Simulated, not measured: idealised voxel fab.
process module | voxel wiring stack
cross-section cut | 150 nm wide | cells 5 nm
A cross-section is a grid of square cells, given in bands from the top down. A band is one or more rows of cells.
Each band's line starts with the height of the band's top and of its bottom, in nm. Then come its materials from left to right, each with its width in nm. One material with "throughout" fills the band from edge to edge. "air" is empty space.
Height 0 is the level under which the wafer as received is all one material. The lowest band goes on downwards, as in "0 down".
A width such as "30 to 40" changes by the same amount from each row of cells to the next, from the band's top row to its bottom row.
"no change" after a step means that no cell of the cross-section changed.
closed voids: empty space of 8 cells or more with no open way to the top, each as width x height at its distance from the left edge, in nm
after a step's settings: what the simulator itself notes on the step
overlay nm, on a step with a mask: how far to the right of its planned place the mask lay; to the left if negative
plan
1 op RECEIVE | material Si
2 op CONFORMAL_DEP | material SiO2 | thk nm 15
3 op CONFORMAL_DEP | material SiCN | thk nm 5
4 op DIRECTIONAL_DEP | material SiO2 | thk nm 15
5 op DIRECTIONAL_DEP | material aC | thk nm 10
6 op PATTERN | tone open | mask id METAL_1 | material resist | width nm 25 | pitch nm 40 | thk nm 25 | overlay nm 0
7 op DIRECTIONAL_ETCH | etch materials aC | depth nm 10
8 op STRIP | etch materials resist
9 op DIRECTIONAL_ETCH | etch materials SiO2 | depth nm 15
10 op DIRECTIONAL_ETCH | etch materials SiCN | depth nm 5
11 op STRIP | etch materials aC
12 op CONFORMAL_DEP | material TiN | thk nm 5
13 op FILL_DEP | material Cu | thk nm 5
14 op CMP | height nm 35
15 op CONFORMAL_DEP | material SiCN | thk nm 5
16 op DIRECTIONAL_DEP | material lowk | thk nm 30
17 op DIRECTIONAL_DEP | material aC | thk nm 15
18 op PATTERN | tone open | mask id METAL_2 | material resist | width nm 25 | pitch nm 40 | thk nm 30 | overlay nm 0
19 op DIRECTIONAL_ETCH | etch materials aC | depth nm 15
20 op STRIP | etch materials resist
21 op DIRECTIONAL_ETCH | etch materials lowk | depth nm 15
22 op STRIP | etch materials aC
23 op MASKED_ETCH | tone open | mask id METAL_2_HOLES | width nm 15 | pitch nm 80 | etch materials lowk | depth nm 15 | overlay nm 0
24 op MASKED_ETCH | tone open | mask id METAL_2_HOLES | width nm 15 | pitch nm 80 | etch materials SiCN | depth nm 5 | overlay nm 0
25 op CONFORMAL_DEP | material TiN | thk nm 5
26 op FILL_DEP | material Ru | thk nm 10
27 op CMP | height nm 70
28 op CONFORMAL_DEP | material SiN | thk nm 5
first wafer, as planned
as received, after step 1
  0 down: Si throughout
  closed voids: none
after step 2
  15 to 0: SiO2 throughout
  below 0: unchanged
after step 3
  20 to 15: SiCN throughout
  below 15: unchanged
after step 4
  35 to 20: SiO2 throughout
  below 20: unchanged
after step 5
  45 to 35: aC throughout
  below 35: unchanged
after step 6
  70 to 45: resist 20 | air 25 | resist 15 | air 25 | resist 15 | air 25 | resist 25
  below 45: unchanged
after step 7
  60 to 45: resist 20 | air 25 | resist 15 | air 25 | resist 15 | air 25 | resist 25
  45 to 35: aC 20 | air 25 | aC 15 | air 25 | aC 15 | air 25 | aC 25
  below 35: unchanged
after step 8
  45 to 35: aC 20 | air 25 | aC 15 | air 25 | aC 15 | air 25 | aC 25
  below 35: unchanged
after step 9
  45 to 35: aC 20 | air 25 | aC 15 | air 25 | aC 15 | air 25 | aC 25
  35 to 20: SiO2 20 | air 25 | SiO2 15 | air 25 | SiO2 15 | air 25 | SiO2 25
  below 20: unchanged
after step 10
  45 to 35: aC 20 | air 25 | aC 15 | air 25 | aC 15 | air 25 | aC 25
  35 to 20: SiO2 20 | air 25 | SiO2 15 | air 25 | SiO2 15 | air 25 | SiO2 25
  20 to 15: SiCN 20 | air 25 | SiCN 15 | air 25 | SiCN 15 | air 25 | SiCN 25
  below 15: unchanged
after step 11
  35 to 20: SiO2 20 | air 25 | SiO2 15 | air 25 | SiO2 15 | air 25 | SiO2 25
  below 20: unchanged
after step 12
  40 to 35: TiN 25 | air 15 | TiN 25 | air 15 | TiN 25 | air 15 | TiN 30
  35 to 20: SiO2 20 | TiN 5 | air 15 | TiN 5 | SiO2 15 | TiN 5 | air 15 | TiN 5 | SiO2 15 | TiN 5 | air 15 | TiN 5 | SiO2 25
  20 to 15: SiCN 20 | TiN 25 | SiCN 15 | TiN 25 | SiCN 15 | TiN 25 | SiCN 25
  below 15: unchanged
after step 13
  45 to 40: Cu throughout
  40 to 35: TiN 25 | Cu 15 | TiN 25 | Cu 15 | TiN 25 | Cu 15 | TiN 30
  35 to 20: SiO2 20 | TiN 5 | Cu 15 | TiN 5 | SiO2 15 | TiN 5 | Cu 15 | TiN 5 | SiO2 15 | TiN 5 | Cu 15 | TiN 5 | SiO2 25
  below 20: unchanged
after step 14
  35 to 20: SiO2 20 | TiN 5 | Cu 15 | TiN 5 | SiO2 15 | TiN 5 | Cu 15 | TiN 5 | SiO2 15 | TiN 5 | Cu 15 | TiN 5 | SiO2 25
  below 20: unchanged
after step 15
  40 to 35: SiCN throughout
  below 35: unchanged
after step 16
  70 to 40: lowk throughout
  below 40: unchanged
after step 17
  85 to 70: aC throughout
  below 70: unchanged
after step 18
  115 to 85: resist 20 | air 25 | resist 15 | air 25 | resist 15 | air 25 | resist 25
  below 85: unchanged
after step 19
  100 to 85: resist 20 | air 25 | resist 15 | air 25 | resist 15 | air 25 | resist 25
  85 to 70: aC 20 | air 25 | aC 15 | air 25 | aC 15 | air 25 | aC 25
  below 70: unchanged
after step 20
  85 to 70: aC 20 | air 25 | aC 15 | air 25 | aC 15 | air 25 | aC 25
  below 70: unchanged
after step 21
  85 to 70: aC 20 | air 25 | aC 15 | air 25 | aC 15 | air 25 | aC 25
  70 to 55: lowk 20 | air 25 | lowk 15 | air 25 | lowk 15 | air 25 | lowk 25
  below 55: unchanged
after step 22
  70 to 55: lowk 20 | air 25 | lowk 15 | air 25 | lowk 15 | air 25 | lowk 25
  below 55: unchanged
after step 23
  70 to 55: lowk 20 | air 25 | lowk 15 | air 25 | lowk 15 | air 25 | lowk 25
  55 to 40: lowk 20 | air 15 | lowk 65 | air 15 | lowk 35
  below 40: unchanged
after step 24
  70 to 55: lowk 20 | air 25 | lowk 15 | air 25 | lowk 15 | air 25 | lowk 25
  55 to 40: lowk 20 | air 15 | lowk 65 | air 15 | lowk 35
  40 to 35: SiCN 20 | air 15 | SiCN 65 | air 15 | SiCN 35
  below 35: unchanged
after step 25
  75 to 70: TiN 25 | air 15 | TiN 25 | air 15 | TiN 25 | air 15 | TiN 30
  70 to 60: lowk 20 | TiN 5 | air 15 | TiN 5 | lowk 15 | TiN 5 | air 15 | TiN 5 | lowk 15 | TiN 5 | air 15 | TiN 5 | lowk 25
  60 to 55: lowk 20 | TiN 5 | air 5 | TiN 15 | lowk 15 | TiN 25 | lowk 15 | TiN 5 | air 5 | TiN 15 | lowk 25
  55 to 40: lowk 20 | TiN 5 | air 5 | TiN 5 | lowk 65 | TiN 5 | air 5 | TiN 5 | lowk 35
  40 to 35: SiCN 20 | TiN 15 | SiCN 65 | TiN 15 | SiCN 35
  below 35: unchanged
after step 26
  85 to 75: Ru throughout
  75 to 70: TiN 25 | Ru 15 | TiN 25 | Ru 15 | TiN 25 | Ru 15 | TiN 30
  70 to 60: lowk 20 | TiN 5 | Ru 15 | TiN 5 | lowk 15 | TiN 5 | Ru 15 | TiN 5 | lowk 15 | TiN 5 | Ru 15 | TiN 5 | lowk 25
  60 to 55: lowk 20 | TiN 5 | Ru 5 | TiN 15 | lowk 15 | TiN 25 | lowk 15 | TiN 5 | Ru 5 | TiN 15 | lowk 25
  55 to 40: lowk 20 | TiN 5 | Ru 5 | TiN 5 | lowk 65 | TiN 5 | Ru 5 | TiN 5 | lowk 35
  below 40: unchanged
after step 27
  70 to 60: lowk 20 | TiN 5 | Ru 15 | TiN 5 | lowk 15 | TiN 5 | Ru 15 | TiN 5 | lowk 15 | TiN 5 | Ru 15 | TiN 5 | lowk 25
  below 60: unchanged
after step 28
  75 to 70: SiN throughout
  below 70: unchanged
second wafer: like start, like plan, one mistake. Through step 1 it matches the first wafer
when step 2 should have ended
  5 to 0: SiCN throughout
  below 0: unchanged
when step 3 should have ended
  20 to 5: SiO2 throughout
  below 5: unchanged
when step 4 should have ended
  35 to 5: SiO2 throughout
  below 5: unchanged
when step 5 should have ended
  45 to 35: aC throughout
  below 35: unchanged
when step 6 should have ended
  70 to 45: resist 20 | air 25 | resist 15 | air 25 | resist 15 | air 25 | resist 25
  below 45: unchanged
when step 7 should have ended
  60 to 45: resist 20 | air 25 | resist 15 | air 25 | resist 15 | air 25 | resist 25
  45 to 35: aC 20 | air 25 | aC 15 | air 25 | aC 15 | air 25 | aC 25
  below 35: unchanged
when step 8 should have ended
  45 to 35: aC 20 | air 25 | aC 15 | air 25 | aC 15 | air 25 | aC 25
  below 35: unchanged
when step 9 should have ended
  45 to 35: aC 20 | air 25 | aC 15 | air 25 | aC 15 | air 25 | aC 25
  35 to 20: SiO2 20 | air 25 | SiO2 15 | air 25 | SiO2 15 | air 25 | SiO2 25
  below 20: unchanged
when step 10 should have ended: no change
when step 11 should have ended
  35 to 20: SiO2 20 | air 25 | SiO2 15 | air 25 | SiO2 15 | air 25 | SiO2 25
  below 20: unchanged
when step 12 should have ended
  40 to 35: TiN 25 | air 15 | TiN 25 | air 15 | TiN 25 | air 15 | TiN 30
  35 to 25: SiO2 20 | TiN 5 | air 15 | TiN 5 | SiO2 15 | TiN 5 | air 15 | TiN 5 | SiO2 15 | TiN 5 | air 15 | TiN 5 | SiO2 25
  25 to 20: SiO2 20 | TiN 25 | SiO2 15 | TiN 25 | SiO2 15 | TiN 25 | SiO2 25
  below 20: unchanged
when step 13 should have ended
  45 to 40: Cu throughout
  40 to 35: TiN 25 | Cu 15 | TiN 25 | Cu 15 | TiN 25 | Cu 15 | TiN 30
  35 to 25: SiO2 20 | TiN 5 | Cu 15 | TiN 5 | SiO2 15 | TiN 5 | Cu 15 | TiN 5 | SiO2 15 | TiN 5 | Cu 15 | TiN 5 | SiO2 25
  below 25: unchanged
when step 14 should have ended
  35 to 25: SiO2 20 | TiN 5 | Cu 15 | TiN 5 | SiO2 15 | TiN 5 | Cu 15 | TiN 5 | SiO2 15 | TiN 5 | Cu 15 | TiN 5 | SiO2 25
  below 25: unchanged
when step 15 should have ended
  40 to 35: SiCN throughout
  below 35: unchanged
when step 16 should have ended
  70 to 40: lowk throughout
  below 40: unchanged
when step 17 should have ended
  85 to 70: aC throughout
  below 70: unchanged
when step 18 should have ended
  115 to 85: resist 20 | air 25 | resist 15 | air 25 | resist 15 | air 25 | resist 25
  below 85: unchanged
when step 19 should have ended
  100 to 85: resist 20 | air 25 | resist 15 | air 25 | resist 15 | air 25 | resist 25
  85 to 70: aC 20 | air 25 | aC 15 | air 25 | aC 15 | air 25 | aC 25
  below 70: unchanged
when step 20 should have ended
  85 to 70: aC 20 | air 25 | aC 15 | air 25 | aC 15 | air 25 | aC 25
  below 70: unchanged
when step 21 should have ended
  85 to 70: aC 20 | air 25 | aC 15 | air 25 | aC 15 | air 25 | aC 25
  70 to 55: lowk 20 | air 25 | lowk 15 | air 25 | lowk 15 | air 25 | lowk 25
  below 55: unchanged
when step 22 should have ended
  70 to 55: lowk 20 | air 25 | lowk 15 | air 25 | lowk 15 | air 25 | lowk 25
  below 55: unchanged
when step 23 should have ended
  70 to 55: lowk 20 | air 25 | lowk 15 | air 25 | lowk 15 | air 25 | lowk 25
  55 to 40: lowk 20 | air 15 | lowk 65 | air 15 | lowk 35
  below 40: unchanged
when step 24 should have ended
  70 to 55: lowk 20 | air 25 | lowk 15 | air 25 | lowk 15 | air 25 | lowk 25
  55 to 40: lowk 20 | air 15 | lowk 65 | air 15 | lowk 35
  40 to 35: SiCN 20 | air 15 | SiCN 65 | air 15 | SiCN 35
  below 35: unchanged
when step 25 should have ended
  75 to 70: TiN 25 | air 15 | TiN 25 | air 15 | TiN 25 | air 15 | TiN 30
  70 to 60: lowk 20 | TiN 5 | air 15 | TiN 5 | lowk 15 | TiN 5 | air 15 | TiN 5 | lowk 15 | TiN 5 | air 15 | TiN 5 | lowk 25
  60 to 55: lowk 20 | TiN 5 | air 5 | TiN 15 | lowk 15 | TiN 25 | lowk 15 | TiN 5 | air 5 | TiN 15 | lowk 25
  55 to 40: lowk 20 | TiN 5 | air 5 | TiN 5 | lowk 65 | TiN 5 | air 5 | TiN 5 | lowk 35
  40 to 35: SiCN 20 | TiN 15 | SiCN 65 | TiN 15 | SiCN 35
  below 35: unchanged
when step 26 should have ended
  85 to 75: Ru throughout
  75 to 70: TiN 25 | Ru 15 | TiN 25 | Ru 15 | TiN 25 | Ru 15 | TiN 30
  70 to 60: lowk 20 | TiN 5 | Ru 15 | TiN 5 | lowk 15 | TiN 5 | Ru 15 | TiN 5 | lowk 15 | TiN 5 | Ru 15 | TiN 5 | lowk 25
  60 to 55: lowk 20 | TiN 5 | Ru 5 | TiN 15 | lowk 15 | TiN 25 | lowk 15 | TiN 5 | Ru 5 | TiN 15 | lowk 25
  55 to 40: lowk 20 | TiN 5 | Ru 5 | TiN 5 | lowk 65 | TiN 5 | Ru 5 | TiN 5 | lowk 35
  below 40: unchanged
when step 27 should have ended
  70 to 60: lowk 20 | TiN 5 | Ru 15 | TiN 5 | lowk 15 | TiN 5 | Ru 15 | TiN 5 | lowk 15 | TiN 5 | Ru 15 | TiN 5 | lowk 25
  below 60: unchanged
when step 28 should have ended
  75 to 70: SiN throughout
  below 70: unchanged
what went wrong: steps 2 and 3 were swapped
at the end the second wafer has, in cells: 9 fewer of Cu | 15 more of SiCN | 6 fewer of TiN
